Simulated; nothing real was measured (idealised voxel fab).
process module | voxel wiring stack
cross-section cut | 175 nm wide | cells 5 nm
A cross-section is a grid of square cells, given in bands from the top down. A band is one or more rows of cells.
Each band's line starts with the height of the band's top and of its bottom, in nm. Then come its materials from left to right, each with its width in nm. One material with "throughout" fills the band from edge to edge. "air" is empty space.
Height 0 is the level under which the wafer as received is all one material. The lowest band goes on downwards, as in "0 down".
A width such as "30 to 40" changes by the same amount from each row of cells to the next, from the band's top row to its bottom row.
"no change" after a step means that no cell of the cross-section changed.
closed voids: empty space of 8 cells or more with no open way to the top, each as width x height at its distance from the left edge, in nm
after a step's settings: what the simulator itself notes on the step
overlay nm, on a step with a mask: how far to the right of its planned place the mask lay; to the left if negative
plan
1 op RECEIVE | material Si
2 op CONFORMAL_DEP | material SiO2 | thk nm 15
3 op DIRECTIONAL_DEP | material TiN | thk nm 5
4 op DIRECTIONAL_DEP | material Ru | thk nm 20
5 op PATTERN | tone cover | mask id METAL_1 | material resist | width nm 25 | pitch nm 50 | thk nm 20 | overlay nm 0
6 op DIRECTIONAL_ETCH | etch materials Ru | depth nm 20
7 op DIRECTIONAL_ETCH | etch materials TiN | depth nm 5
8 op STRIP | etch materials resist
9 op CONFORMAL_DEP | material SiN | thk nm 5
10 op FILL_DEP | material lowk | thk nm 10
11 op CMP | height nm 40
12 op CONFORMAL_DEP | material SiCN | thk nm 5
13 op DIRECTIONAL_DEP | material lowk | thk nm 30
14 op PATTERN | tone open | mask id METAL_2 | material resist | width nm 25 | pitch nm 50 | thk nm 15 | overlay nm 0
15 op DIRECTIONAL_ETCH | etch materials lowk | depth nm 15
16 op STRIP | etch materials resist
17 op DIRECTIONAL_DEP | material aC | thk nm 15
18 op PATTERN | tone open | mask id METAL_2_HOLES | material resist | width nm 15 | pitch nm 50 | thk nm 35 | overlay nm 0
19 op DIRECTIONAL_ETCH | etch materials aC | depth nm 15
20 op STRIP | etch materials resist
21 op DIRECTIONAL_ETCH | etch materials lowk | depth nm 15
22 op DIRECTIONAL_ETCH | etch materials SiCN | depth nm 5
23 op STRIP | etch materials aC
24 op CONFORMAL_DEP | material TiN | thk nm 5
25 op FILL_DEP | material Cu | thk nm 5
26 op CMP | height nm 75
27 op CONFORMAL_DEP | material SiCN | thk nm 5
as received, after step 1
  0 down: Si throughout
  closed voids: none
a wafer at the end: this start, this plan, one mistake
  80 to 75: SiCN throughout
  75 to 65: lowk 25 | TiN 5 | Cu 15 | TiN 5 | lowk 25 | TiN 5 | Cu 15 | TiN 5 | lowk 25 | TiN 5 | Cu 15 | TiN 5 | lowk 25
  65 to 60: lowk 25 | TiN 5 | Cu 5 | TiN 15 | lowk 25 | TiN 5 | Cu 5 | TiN 15 | lowk 25 | TiN 5 | Cu 5 | TiN 15 | lowk 25
  60 to 45: lowk 25 | TiN 5 | Cu 5 | TiN 5 | lowk 35 | TiN 5 | Cu 5 | TiN 5 | lowk 35 | TiN 5 | Cu 5 | TiN 5 | lowk 35
  45 to 40: SiCN 25 | TiN 15 | SiCN 35 | TiN 15 | SiCN 35 | TiN 15 | SiCN 35
  40 to 20: Ru 25 | SiN 5 | lowk 15 | SiN 5 | Ru 25 | SiN 5 | lowk 15 | SiN 5 | Ru 25 | SiN 5 | lowk 15 | SiN 5 | Ru 25
  20 to 15: TiN 25 | SiN 25 | TiN 25 | SiN 25 | TiN 25 | SiN 25 | TiN 25
  15 to 0: SiO2 throughout
  0 down: Si throughout
  closed voids: none
what went wrong: step 5 ran as: op PATTERN | tone open | mask id METAL_1 | material resist | width nm 25 | pitch nm 50 | thk nm 20 | overlay nm 0
